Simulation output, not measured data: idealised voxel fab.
The following is a process module called voxel capacitor over wiring.
This is section cut - it's 295 nm across, gridded in 5 nm square cells.
Cross-section = grid of square cells, listed top down in bands; band = one or more rows.
Per band: top height and bottom height in nm, followed by the left-to-right materials and their widths in nm; "everywhere" marks a single material spanning edge to edge, "blank" marks empty space.
The level at which height equals 0 is the one under which the wafer, as it arrives, is entirely one material. No lower edge exists for the bottom band, which continues downward and is notated as in "z 0 and below".
A width given as "30..40" starts at the first number in the band's top row and ends at the second number in its bottom row, shifting by an equal amount at every step from row to row.
"nothing altered" -> step changed no cross-section cell.
"Closed void listing": empty spaces of 8 cells or more with no open way to the top, each given as width x height at distance, distance from the left edge, all in nm.
Whatever follows a step's settings on its line is a remark the simulator itself makes about that step.
overlay nm: on a step with a mask, how far right of its planned place the mask lay; negative means left.
-- Process steps (planned)
1,RECEIVE, material Si
2,CONFORMAL_DEP, material SiO2, thk nm 10
3,CONFORMAL_DEP, material SiCN, thk nm 5
4,DIRECTIONAL_DEP, material SiO2, thk nm 25
5,MASKED_ETCH, tone open, mask id METAL_1, width nm 20, pitch nm 85, etch materials SiO2, depth nm 25, overlay nm 0
6,MASKED_ETCH, tone open, mask id METAL_1, width nm 20, pitch nm 85, etch materials SiCN, depth nm 5, overlay nm 0
7,CONFORMAL_DEP, material TiN, thk nm 5
8,FILL_DEP, material W, thk nm 5
9,CMP, height nm 40
10,CONFORMAL_DEP, material SiCN, thk nm 5
11,DIRECTIONAL_DEP, material lowk, thk nm 10
12,DIRECTIONAL_DEP, material aC, thk nm 10
13,PATTERN, tone open, mask id PLUG_1, material resist, width nm 15, thk nm 30, overlay nm 0
14,DIRECTIONAL_ETCH, etch materials aC, depth nm 10
15,STRIP, etch materials resist
16,DIRECTIONAL_ETCH, etch materials lowk, depth nm 10
17,DIRECTIONAL_ETCH, etch materials SiCN, depth nm 5
18,STRIP, etch materials aC
19,EPI, material Ru, thk nm 10
20,EPI, material Ru, thk nm 5
21,DIRECTIONAL_DEP, material TiN, thk nm 10
22,DIRECTIONAL_DEP, material HfO2, thk nm 5
23,DIRECTIONAL_DEP, material TiN, thk nm 5
24,MASKED_ETCH, tone cover, mask id UPPER_PLATE, width nm 70, etch materials TiN, depth nm 5, overlay nm 0
25,MASKED_ETCH, tone cover, mask id UPPER_PLATE, width nm 70, etch materials HfO2, depth nm 5, overlay nm 0
26,MASKED_ETCH, tone cover, mask id LOWER_PLATE, width nm 80, etch materials TiN, depth nm 10, overlay nm 0
27,FILL_DEP, material SiO2, thk nm 15
28,CMP, height nm 85
29,PATTERN, tone open, mask id PLUG_2, material resist, width nm 15, thk nm 20, overlay nm 0
30,DIRECTIONAL_ETCH, etch materials SiO2, depth nm 10
31,STRIP, etch materials resist
32,CONFORMAL_DEP, material TiN, thk nm 5
33,FILL_DEP, material Ru, thk nm 5
34,CMP, height nm 85
35,CONFORMAL_DEP, material SiCN, thk nm 5
-- Received-state cross-section, reflecting completion of step 1
> z 0 and below = Si everywhere
> Closed void listing: none
-- The plan above was carried out on the starting structure above with one mistake, and this cross-section shows the wafer at the end of the module
> z 90 to 85 = SiCN everywhere
> z 85 to 80 = SiO2 110 / TiN 5 / Ru 5 / TiN 5 / SiO2 170
> z 80 to 70 = SiO2 110..100 / TiN 15..70 / SiO2 170..125
> z 70 to 65 = SiO2 100 / HfO2 70 / SiO2 125
> z 65 to 55 = SiO2 95 / TiN 80 / SiO2 120
> z 55 to 45 = lowk 100 / Ru 15 / lowk 180
> z 45 to 40 = SiCN 100 / Ru 15 / SiCN 180
> z 40 to 20 = SiO2 95 / TiN 5 / W 10 / TiN 5 / SiO2 65 / TiN 5 / W 10 / TiN 5 / SiO2 95
> z 20 to 15 = SiO2 95 / TiN 20 / SiO2 65 / TiN 20 / SiO2 95
> z 15 to 5 = SiO2 everywhere
> z 5 to 0 = SiCN everywhere
> z 0 and below = Si everywhere
> Closed void listing: none
Short version of what went wrong: the intended sequence of steps 2 and 3 was reversed during processing, with each occupying the position of the other
